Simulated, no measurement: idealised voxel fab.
process module | voxel gate over fins
cross-section cut | 140 nm wide | cells 5 nm
A cross-section is a grid of square cells, given in bands from the top down. A band is one or more rows of cells.
Each band's line starts with the height of the band's top and of its bottom, in nm. Then come its materials from left to right, each with its width in nm. One material with "throughout" fills the band from edge to edge. "air" is empty space.
Height 0 is the level under which the wafer as received is all one material. The lowest band goes on downwards, as in "0 down".
A width such as "30 to 40" changes by the same amount from each row of cells to the next, from the band's top row to its bottom row.
"no change" after a step means that no cell of the cross-section changed.
closed voids: empty space of 8 cells or more with no open way to the top, each as width x height at its distance from the left edge, in nm
after a step's settings: what the simulator itself notes on the step
overlay nm, on a step with a mask: how far to the right of its planned place the mask lay; to the left if negative
plan
1 op RECEIVE | material Si
2 op CONFORMAL_DEP | material SiN | thk nm 5
3 op DIRECTIONAL_DEP | material aC | thk nm 15
4 op PATTERN | tone cover | mask id FINS | material resist | width nm 15 | pitch nm 45 | thk nm 30 | overlay nm 0
5 op DIRECTIONAL_ETCH | etch materials aC | depth nm 15
6 op STRIP | etch materials resist
7 op DIRECTIONAL_ETCH | etch materials SiN | depth nm 5
8 op DIRECTIONAL_ETCH | etch materials Si | depth nm 40
9 op STRIP | etch materials aC
10 op FILL_DEP | material SiO2 | thk nm 15
11 op CMP | height nm 5
12 op SELECTIVE_ETCH | etch materials SiO2 | depth nm 20
13 op STRIP | etch materials SiN
14 op CONFORMAL_DEP | material HfO2 | thk nm 5
15 op CONFORMAL_DEP | material TiN | thk nm 5
16 op FILL_DEP | material W | thk nm 10
17 op CMP | height nm 15
18 op CONFORMAL_DEP | material SiCN | thk nm 5
first wafer, as planned
as received, after step 1
  0 down: Si throughout
  closed voids: none
after step 2
  5 to 0: SiN throughout
  below 0: unchanged
after step 3
  20 to 5: aC throughout
  below 5: unchanged
after step 4
  50 to 20: air 40 | resist 15 | air 30 | resist 15 | air 40
  below 20: unchanged
after step 5
  35 to 20: air 40 | resist 15 | air 30 | resist 15 | air 40
  20 to 5: air 40 | aC 15 | air 30 | aC 15 | air 40
  below 5: unchanged
after step 6
  20 to 5: air 40 | aC 15 | air 30 | aC 15 | air 40
  below 5: unchanged
after step 7
  20 to 5: air 40 | aC 15 | air 30 | aC 15 | air 40
  5 to 0: air 40 | SiN 15 | air 30 | SiN 15 | air 40
  below 0: unchanged
after step 8
  20 to 5: air 40 | aC 15 | air 30 | aC 15 | air 40
  5 to 0: air 40 | SiN 15 | air 30 | SiN 15 | air 40
  0 to -40: air 40 | Si 15 | air 30 | Si 15 | air 40
  below -40: unchanged
after step 9
  5 to 0: air 40 | SiN 15 | air 30 | SiN 15 | air 40
  below 0: unchanged
after step 10
  20 to 5: SiO2 throughout
  5 to 0: SiO2 40 | SiN 15 | SiO2 30 | SiN 15 | SiO2 40
  0 to -40: SiO2 40 | Si 15 | SiO2 30 | Si 15 | SiO2 40
  below -40: unchanged
after step 11
  5 to 0: SiO2 40 | SiN 15 | SiO2 30 | SiN 15 | SiO2 40
  below 0: unchanged
after step 12
  5 to 0: air 40 | SiN 15 | air 30 | SiN 15 | air 40
  0 to -15: air 40 | Si 15 | air 30 | Si 15 | air 40
  below -15: unchanged
after step 13
  0 to -15: air 40 | Si 15 | air 30 | Si 15 | air 40
  below -15: unchanged
after step 14
  5 to 0: air 35 | HfO2 25 | air 20 | HfO2 25 | air 35
  0 to -10: air 35 | HfO2 5 | Si 15 | HfO2 5 | air 20 | HfO2 5 | Si 15 | HfO2 5 | air 35
  -10 to -15: HfO2 40 | Si 15 | HfO2 30 | Si 15 | HfO2 40
  below -15: unchanged
after step 15
  10 to 5: air 30 | TiN 35 | air 10 | TiN 35 | air 30
  5 to 0: air 30 | TiN 5 | HfO2 25 | TiN 5 | air 10 | TiN 5 | HfO2 25 | TiN 5 | air 30
  0 to -5: air 30 | TiN 5 | HfO2 5 | Si 15 | HfO2 5 | TiN 5 | air 10 | TiN 5 | HfO2 5 | Si 15 | HfO2 5 | TiN 5 | air 30
  -5 to -10: TiN 35 | HfO2 5 | Si 15 | HfO2 5 | TiN 20 | HfO2 5 | Si 15 | HfO2 5 | TiN 35
  below -10: unchanged
after step 16
  20 to 10: W throughout
  10 to 5: W 30 | TiN 35 | W 10 | TiN 35 | W 30
  5 to 0: W 30 | TiN 5 | HfO2 25 | TiN 5 | W 10 | TiN 5 | HfO2 25 | TiN 5 | W 30
  0 to -5: W 30 | TiN 5 | HfO2 5 | Si 15 | HfO2 5 | TiN 5 | W 10 | TiN 5 | HfO2 5 | Si 15 | HfO2 5 | TiN 5 | W 30
  below -5: unchanged
after step 17
  15 to 10: W throughout
  below 10: unchanged
after step 18
  20 to 15: SiCN throughout
  below 15: unchanged
second wafer: like start, like plan, one mistake. Through step 11 it matches the first wafer
when step 12 should have ended
  5 to 0: air 40 | SiN 15 | air 30 | SiN 15 | air 40
  0 to -35: air 40 | Si 15 | air 30 | Si 15 | air 40
  below -35: unchanged
when step 13 should have ended
  0 to -35: air 40 | Si 15 | air 30 | Si 15 | air 40
  below -35: unchanged
when step 14 should have ended
  5 to 0: air 35 | HfO2 25 | air 20 | HfO2 25 | air 35
  0 to -30: air 35 | HfO2 5 | Si 15 | HfO2 5 | air 20 | HfO2 5 | Si 15 | HfO2 5 | air 35
  -30 to -35: HfO2 40 | Si 15 | HfO2 30 | Si 15 | HfO2 40
  below -35: unchanged
when step 15 should have ended
  10 to 5: air 30 | TiN 35 | air 10 | TiN 35 | air 30
  5 to 0: air 30 | TiN 5 | HfO2 25 | TiN 5 | air 10 | TiN 5 | HfO2 25 | TiN 5 | air 30
  0 to -25: air 30 | TiN 5 | HfO2 5 | Si 15 | HfO2 5 | TiN 5 | air 10 | TiN 5 | HfO2 5 | Si 15 | HfO2 5 | TiN 5 | air 30
  -25 to -30: TiN 35 | HfO2 5 | Si 15 | HfO2 5 | TiN 20 | HfO2 5 | Si 15 | HfO2 5 | TiN 35
  below -30: unchanged
when step 16 should have ended
  20 to 10: W throughout
  10 to 5: W 30 | TiN 35 | W 10 | TiN 35 | W 30
  5 to 0: W 30 | TiN 5 | HfO2 25 | TiN 5 | W 10 | TiN 5 | HfO2 25 | TiN 5 | W 30
  0 to -25: W 30 | TiN 5 | HfO2 5 | Si 15 | HfO2 5 | TiN 5 | W 10 | TiN 5 | HfO2 5 | Si 15 | HfO2 5 | TiN 5 | W 30
  below -25: unchanged
when step 17 should have ended
  15 to 10: W throughout
  below 10: unchanged
when step 18 should have ended
  20 to 15: SiCN throughout
  below 15: unchanged
what went wrong: step 12 was run twice
at the end the second wafer has, in cells: 16 more of HfO2 | 88 fewer of SiO2 | 16 more of TiN | 56 more of W
